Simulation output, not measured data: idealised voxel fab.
Presented below is a process module, voxel fin reveal.
155 nm wide, 5 nm square cells: that's cross-section cut.
Throughout this document, each cross-section is represented as a grid of square cells and is presented as a sequence of bands enumerated from the top downward, where a band comprises one or more rows of cells.
Within each band entry, the heights of the top and of the bottom of the band appear first, in that order and in nm; the materials of the band then follow from left to right, each with its corresponding width in nm. The designation "all across" on a single material indicates that it fills the band from edge to edge; the designation "blank" indicates empty space.
Height 0 is the level under which the wafer as received is all one material. The lowest band goes on downwards, as in "0 -> down".
Read "30..40" as a graded width: first number on top, second number at the bottom, same change between each pair of neighbouring rows.
The cross-section has no changed cell in any step marked "no alterations made".
Empty spaces without an open route to the top, at least 8 cells in extent, make up the entry "Closed void catalog"; each is given as width x height at distance, where the distance is measured from the left edge, and all are in nm.
It should be noted that, on the line of a given step, the content following the step's settings is a remark produced by the simulator itself with respect to that step.
overlay nm: how far to the right of its planned place the mask lay on this masked step (negative: to the left).

These are the steps we planned for the process
step 1: RECEIVE | material Si
step 2: CONFORMAL_DEP | material SiN | thk nm 10
step 3: DIRECTIONAL_DEP | material aC | thk nm 15
step 4: PATTERN | tone cover | mask id FINS | material resist | width nm 15 | pitch nm 40 | thk nm 30 | overlay nm 0
step 5: DIRECTIONAL_ETCH | etch materials aC | depth nm 15
step 6: STRIP | etch materials resist
step 7: DIRECTIONAL_ETCH | etch materials SiN | depth nm 10
step 8: DIRECTIONAL_ETCH | etch materials Si | depth nm 30
step 9: STRIP | etch materials aC
step 10: FILL_DEP | material SiO2 | thk nm 15
step 11: CMP | height nm 10
step 12: SELECTIVE_ETCH | etch materials SiO2 | depth nm 30
step 13: STRIP | etch materials SiN
step 14: CONFORMAL_DEP | material HfO2 | thk nm 5

Concerning the first of two wafers, which was run in accordance with the plan

Wafer cross-section on receipt, i.e. after step 1
	0 -> down | Si all across
	Closed void catalog: none

The wafer in cross-section once step 2 is complete
	10 -> 0 | SiN all across
	All layers under 0 are left as they were.

The wafer in cross-section once step 3 is complete
	25 -> 10 | aC all across
	All layers under 10 are left as they were.

The wafer in cross-section once step 4 is complete
	55 -> 25 | 50 of blank / 15 of resist / 25 of blank / 15 of resist / 50 of blank
	All layers under 25 are left as they were.

The wafer in cross-section once step 5 is complete
	40 -> 25 | 50 of blank / 15 of resist / 25 of blank / 15 of resist / 50 of blank
	25 -> 10 | 50 of blank / 15 of aC / 25 of blank / 15 of aC / 50 of blank
	All layers under 10 are left as they were.

The wafer in cross-section once step 6 is complete
	25 -> 10 | 50 of blank / 15 of aC / 25 of blank / 15 of aC / 50 of blank
	All layers under 10 are left as they were.

The wafer in cross-section once step 7 is complete
	25 -> 10 | 50 of blank / 15 of aC / 25 of blank / 15 of aC / 50 of blank
	10 -> 0 | 50 of blank / 15 of SiN / 25 of blank / 15 of SiN / 50 of blank
	All layers under 0 are left as they were.

The wafer in cross-section once step 8 is complete
	25 -> 10 | 50 of blank / 15 of aC / 25 of blank / 15 of aC / 50 of blank
	10 -> 0 | 50 of blank / 15 of SiN / 25 of blank / 15 of SiN / 50 of blank
	0 -> -30 | 50 of blank / 15 of Si / 25 of blank / 15 of Si / 50 of blank
	All layers under -30 are left as they were.

The wafer in cross-section once step 9 is complete
	10 -> 0 | 50 of blank / 15 of SiN / 25 of blank / 15 of SiN / 50 of blank
	All layers under 0 are left as they were.

The wafer in cross-section once step 10 is complete
	25 -> 10 | SiO2 all across
	10 -> 0 | 50 of SiO2 / 15 of SiN / 25 of SiO2 / 15 of SiN / 50 of SiO2
	0 -> -30 | 50 of SiO2 / 15 of Si / 25 of SiO2 / 15 of Si / 50 of SiO2
	All layers under -30 are left as they were.

The wafer in cross-section once step 11 is complete
	10 -> 0 | 50 of SiO2 / 15 of SiN / 25 of SiO2 / 15 of SiN / 50 of SiO2
	All layers under 0 are left as they were.

The wafer in cross-section once step 12 is complete
	10 -> 0 | 50 of blank / 15 of SiN / 25 of blank / 15 of SiN / 50 of blank
	0 -> -20 | 50 of blank / 15 of Si / 25 of blank / 15 of Si / 50 of blank
	All layers under -20 are left as they were.

The wafer in cross-section once step 13 is complete
	0 -> -20 | 50 of blank / 15 of Si / 25 of blank / 15 of Si / 50 of blank
	All layers under -20 are left as they were.

The wafer in cross-section once step 14 is complete
	5 -> 0 | 45 of blank / 25 of HfO2 / 15 of blank / 25 of HfO2 / 45 of blank
	0 -> -15 | 45 of blank / 5 of HfO2 / 15 of Si / 5 of HfO2 / 15 of blank / 5 of HfO2 / 15 of Si / 5 of HfO2 / 45 of blank
	-15 -> -20 | 50 of HfO2 / 15 of Si / 25 of HfO2 / 15 of Si / 50 of HfO2
	All layers under -20 are left as they were.

second wafer: like start, like plan, one mistake. Through step 7 it matches the first wafer

Look at the second wafer in cross-section at the time step 8 ought to have finished
	25 -> 10 | 50 of blank / 15 of aC / 25 of blank / 15 of aC / 50 of blank
	10 -> 0 | 50 of blank / 15 of SiN / 25 of blank / 15 of SiN / 50 of blank
	0 -> -60 | 50 of blank / 15 of Si / 25 of blank / 15 of Si / 50 of blank
	All layers under -60 are left as they were.

Look at the second wafer in cross-section at the time step 9 ought to have finished
	10 -> 0 | 50 of blank / 15 of SiN / 25 of blank / 15 of SiN / 50 of blank
	All layers under 0 are left as they were.

Look at the second wafer in cross-section at the time step 10 ought to have finished
	25 -> 10 | SiO2 all across
	10 -> 0 | 50 of SiO2 / 15 of SiN / 25 of SiO2 / 15 of SiN / 50 of SiO2
	0 -> -60 | 50 of SiO2 / 15 of Si / 25 of SiO2 / 15 of Si / 50 of SiO2
	All layers under -60 are left as they were.

Look at the second wafer in cross-section at the time step 11 ought to have finished
	10 -> 0 | 50 of SiO2 / 15 of SiN / 25 of SiO2 / 15 of SiN / 50 of SiO2
	All layers under 0 are left as they were.

Look at the second wafer in cross-section at the time step 12 ought to have finished
	10 -> 0 | 50 of blank / 15 of SiN / 25 of blank / 15 of SiN / 50 of blank
	0 -> -20 | 50 of blank / 15 of Si / 25 of blank / 15 of Si / 50 of blank
	All layers under -20 are left as they were.

Look at the second wafer in cross-section at the time step 13 ought to have finished
	0 -> -20 | 50 of blank / 15 of Si / 25 of blank / 15 of Si / 50 of blank
	All layers under -20 are left as they were.

Look at the second wafer in cross-section at the time step 14 ought to have finished
	5 -> 0 | 45 of blank / 25 of HfO2 / 15 of blank / 25 of HfO2 / 45 of blank
	0 -> -15 | 45 of blank / 5 of HfO2 / 15 of Si / 5 of HfO2 / 15 of blank / 5 of HfO2 / 15 of Si / 5 of HfO2 / 45 of blank
	-15 -> -20 | 50 of HfO2 / 15 of Si / 25 of HfO2 / 15 of Si / 50 of HfO2
	All layers under -20 are left as they were.
Error vs. plan: it should be noted that step 8 of the plan was executed twice
at the end the second wafer has, in cells: Si -150, SiO2 +150
